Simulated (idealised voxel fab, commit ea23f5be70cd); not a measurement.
process module | voxel trench capacitor
cross-section cut | 205 nm wide | cells 5 nm
A cross-section is a grid of square cells, given in bands from the top down. A band is one or more rows of cells.
Each band's line starts with the height of the band's top and of its bottom, in nm. Then come its materials from left to right, each with its width in nm. One material with "throughout" fills the band from edge to edge. "air" is empty space.
Height 0 is the level under which the wafer as received is all one material. The lowest band goes on downwards, as in "0 down".
A width such as "30 to 40" changes by the same amount from each row of cells to the next, from the band's top row to its bottom row.
"no change" after a step means that no cell of the cross-section changed.
closed voids: empty space of 8 cells or more with no open way to the top, each as width x height at its distance from the left edge, in nm
after a step's settings: what the simulator itself notes on the step
overlay nm, on a step with a mask: how far to the right of its planned place the mask lay; to the left if negative
plan
1 op RECEIVE | material Si
2 op CONFORMAL_DEP | material SiN | thk nm 5
3 op DIRECTIONAL_DEP | material aC | thk nm 10
4 op PATTERN | tone open | mask id TRENCH | material resist | width nm 20 | pitch nm 50 | thk nm 30 | overlay nm 0
5 op DIRECTIONAL_ETCH | etch materials aC | depth nm 10
6 op STRIP | etch materials resist
7 op DIRECTIONAL_ETCH | etch materials SiN | depth nm 5
8 op DIRECTIONAL_ETCH | etch materials Si | depth nm 25
9 op STRIP | etch materials aC
10 op CONFORMAL_DEP | material Al2O3 | thk nm 5
11 op FILL_DEP | material polySi | thk nm 5
12 op CMP | height nm 5
first wafer, as planned
as received, after step 1
  0 down: Si throughout
  closed voids: none
after step 2
  5 to 0: SiN throughout
  below 0: unchanged
after step 3
  15 to 5: aC throughout
  below 5: unchanged
after step 4
  45 to 15: resist 65 | air 20 | resist 30 | air 20 | resist 70
  below 15: unchanged
after step 5
  35 to 15: resist 65 | air 20 | resist 30 | air 20 | resist 70
  15 to 5: aC 65 | air 20 | aC 30 | air 20 | aC 70
  below 5: unchanged
after step 6
  15 to 5: aC 65 | air 20 | aC 30 | air 20 | aC 70
  below 5: unchanged
after step 7
  15 to 5: aC 65 | air 20 | aC 30 | air 20 | aC 70
  5 to 0: SiN 65 | air 20 | SiN 30 | air 20 | SiN 70
  below 0: unchanged
after step 8
  15 to 5: aC 65 | air 20 | aC 30 | air 20 | aC 70
  5 to 0: SiN 65 | air 20 | SiN 30 | air 20 | SiN 70
  0 to -25: Si 65 | air 20 | Si 30 | air 20 | Si 70
  below -25: unchanged
after step 9
  5 to 0: SiN 65 | air 20 | SiN 30 | air 20 | SiN 70
  below 0: unchanged
after step 10
  10 to 5: Al2O3 70 | air 10 | Al2O3 40 | air 10 | Al2O3 75
  5 to 0: SiN 65 | Al2O3 5 | air 10 | Al2O3 5 | SiN 30 | Al2O3 5 | air 10 | Al2O3 5 | SiN 70
  0 to -20: Si 65 | Al2O3 5 | air 10 | Al2O3 5 | Si 30 | Al2O3 5 | air 10 | Al2O3 5 | Si 70
  -20 to -25: Si 65 | Al2O3 20 | Si 30 | Al2O3 20 | Si 70
  below -25: unchanged
after step 11
  15 to 10: polySi throughout
  10 to 5: Al2O3 70 | polySi 10 | Al2O3 40 | polySi 10 | Al2O3 75
  5 to 0: SiN 65 | Al2O3 5 | polySi 10 | Al2O3 5 | SiN 30 | Al2O3 5 | polySi 10 | Al2O3 5 | SiN 70
  0 to -20: Si 65 | Al2O3 5 | polySi 10 | Al2O3 5 | Si 30 | Al2O3 5 | polySi 10 | Al2O3 5 | Si 70
  below -20: unchanged
after step 12
  5 to 0: SiN 65 | Al2O3 5 | polySi 10 | Al2O3 5 | SiN 30 | Al2O3 5 | polySi 10 | Al2O3 5 | SiN 70
  below 0: unchanged
second wafer: like start, like plan, one mistake. Through step 5 it matches the first wafer
when step 6 should have ended: no change
when step 7 should have ended
  35 to 15: resist 65 | air 20 | resist 30 | air 20 | resist 70
  15 to 5: aC 65 | air 20 | aC 30 | air 20 | aC 70
  5 to 0: SiN 65 | air 20 | SiN 30 | air 20 | SiN 70
  below 0: unchanged
when step 8 should have ended
  35 to 15: resist 65 | air 20 | resist 30 | air 20 | resist 70
  15 to 5: aC 65 | air 20 | aC 30 | air 20 | aC 70
  5 to 0: SiN 65 | air 20 | SiN 30 | air 20 | SiN 70
  0 to -25: Si 65 | air 20 | Si 30 | air 20 | Si 70
  below -25: unchanged
when step 9 should have ended
  5 to 0: SiN 65 | air 20 | SiN 30 | air 20 | SiN 70
  below 0: unchanged
when step 10 should have ended
  10 to 5: Al2O3 70 | air 10 | Al2O3 40 | air 10 | Al2O3 75
  5 to 0: SiN 65 | Al2O3 5 | air 10 | Al2O3 5 | SiN 30 | Al2O3 5 | air 10 | Al2O3 5 | SiN 70
  0 to -20: Si 65 | Al2O3 5 | air 10 | Al2O3 5 | Si 30 | Al2O3 5 | air 10 | Al2O3 5 | Si 70
  -20 to -25: Si 65 | Al2O3 20 | Si 30 | Al2O3 20 | Si 70
  below -25: unchanged
when step 11 should have ended
  15 to 10: polySi throughout
  10 to 5: Al2O3 70 | polySi 10 | Al2O3 40 | polySi 10 | Al2O3 75
  5 to 0: SiN 65 | Al2O3 5 | polySi 10 | Al2O3 5 | SiN 30 | Al2O3 5 | polySi 10 | Al2O3 5 | SiN 70
  0 to -20: Si 65 | Al2O3 5 | polySi 10 | Al2O3 5 | Si 30 | Al2O3 5 | polySi 10 | Al2O3 5 | Si 70
  below -20: unchanged
when step 12 should have ended
  5 to 0: SiN 65 | Al2O3 5 | polySi 10 | Al2O3 5 | SiN 30 | Al2O3 5 | polySi 10 | Al2O3 5 | SiN 70
  below 0: unchanged
what went wrong: step 6 was left out
at the end the two cross-sections are the same: no effect in what this model computes
